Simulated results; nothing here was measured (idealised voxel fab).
process module | voxel capacitor over wiring
cross-section cut | 170 nm wide | cells 5 nm
A cross-section is a grid of square cells, given in bands from the top down. A band is one or more rows of cells.
Each band's line starts with the height of the band's top and of its bottom, in nm. Then come its materials from left to right, each with its width in nm. One material with "throughout" fills the band from edge to edge. "air" is empty space.
Height 0 is the level under which the wafer as received is all one material. The lowest band goes on downwards, as in "0 down".
A width such as "30 to 40" changes by the same amount from each row of cells to the next, from the band's top row to its bottom row.
"no change" after a step means that no cell of the cross-section changed.
closed voids: empty space of 8 cells or more with no open way to the top, each as width x height at its distance from the left edge, in nm
after a step's settings: what the simulator itself notes on the step
overlay nm, on a step with a mask: how far to the right of its planned place the mask lay; to the left if negative
plan
1 op RECEIVE | material Si
2 op CONFORMAL_DEP | material SiO2 | thk nm 10
3 op CONFORMAL_DEP | material SiN | thk nm 5
4 op DIRECTIONAL_DEP | material SiO2 | thk nm 15
5 op PATTERN | tone open | mask id METAL_1 | material resist | width nm 30 | pitch nm 95 | thk nm 15 | overlay nm 0
6 op DIRECTIONAL_ETCH | etch materials SiO2 | depth nm 15
7 op DIRECTIONAL_ETCH | etch materials SiN | depth nm 5
8 op STRIP | etch materials resist
9 op CONFORMAL_DEP | material TiN | thk nm 5
10 op FILL_DEP | material Cu | thk nm 5
11 op CMP | height nm 30
12 op CONFORMAL_DEP | material SiCN | thk nm 5
13 op DIRECTIONAL_DEP | material SiO2 | thk nm 10
14 op DIRECTIONAL_DEP | material aC | thk nm 10
15 op PATTERN | tone open | mask id PLUG_1 | material resist | width nm 15 | thk nm 25 | overlay nm 0
16 op DIRECTIONAL_ETCH | etch materials aC | depth nm 10
17 op STRIP | etch materials resist
18 op DIRECTIONAL_ETCH | etch materials SiO2 | depth nm 10
19 op DIRECTIONAL_ETCH | etch materials SiCN | depth nm 5
20 op STRIP | etch materials aC
21 op CONFORMAL_DEP | material TiN | thk nm 5
22 op FILL_DEP | material Ru | thk nm 5
23 op CMP | height nm 45
24 op DIRECTIONAL_DEP | material TiN | thk nm 10
25 op DIRECTIONAL_DEP | material HfO2 | thk nm 5
26 op DIRECTIONAL_DEP | material TiN | thk nm 10
27 op MASKED_ETCH | tone cover | mask id UPPER_PLATE | width nm 70 | etch materials TiN | depth nm 10 | overlay nm 0
28 op MASKED_ETCH | tone cover | mask id UPPER_PLATE | width nm 70 | etch materials HfO2 | depth nm 5 | overlay nm 0
29 op DIRECTIONAL_DEP | material aC | thk nm 15
30 op PATTERN | tone cover | mask id LOWER_PLATE | material resist | width nm 80 | thk nm 30 | overlay nm 0
31 op DIRECTIONAL_ETCH | etch materials aC | depth nm 15
32 op STRIP | etch materials resist
33 op DIRECTIONAL_ETCH | etch materials TiN | depth nm 10
34 op STRIP | etch materials aC
35 op FILL_DEP | material SiO2 | thk nm 15
36 op CMP | height nm 80
37 op PATTERN | tone open | mask id PLUG_2 | material resist | width nm 15 | thk nm 15 | overlay nm 0
38 op DIRECTIONAL_ETCH | etch materials SiO2 | depth nm 10
39 op STRIP | etch materials resist
40 op CONFORMAL_DEP | material TiN | thk nm 5
41 op FILL_DEP | material Ru | thk nm 10
42 op CMP | height nm 80
43 op CONFORMAL_DEP | material SiCN | thk nm 5
as received, after step 1
  0 down: Si throughout
  closed voids: none
a wafer at the end: this start, this plan, one mistake
  85 to 80: SiCN throughout
  80 to 75: SiO2 45 | TiN 5 | Ru 5 | TiN 5 | SiO2 110
  75 to 70: SiO2 45 | TiN 15 | SiO2 110
  70 to 60: SiO2 35 | TiN 70 | SiO2 65
  60 to 55: SiO2 35 | HfO2 70 | SiO2 65
  55 to 45: SiO2 30 | TiN 80 | SiO2 60
  45 to 35: SiO2 40 | TiN 5 | Ru 5 | TiN 5 | SiO2 115
  35 to 30: SiCN 40 | TiN 15 | SiCN 115
  30 to 15: SiO2 20 | TiN 5 | Cu 20 | TiN 5 | SiO2 65 | TiN 5 | Cu 20 | TiN 5 | SiO2 25
  15 to 10: SiN 20 | TiN 30 | SiN 65 | TiN 30 | SiN 25
  10 to 0: SiO2 throughout
  0 down: Si throughout
  closed voids: none
what went wrong: step 15 ran as: op PATTERN | tone open | mask id PLUG_1 | material resist | width nm 15 | thk nm 25 | overlay nm 5
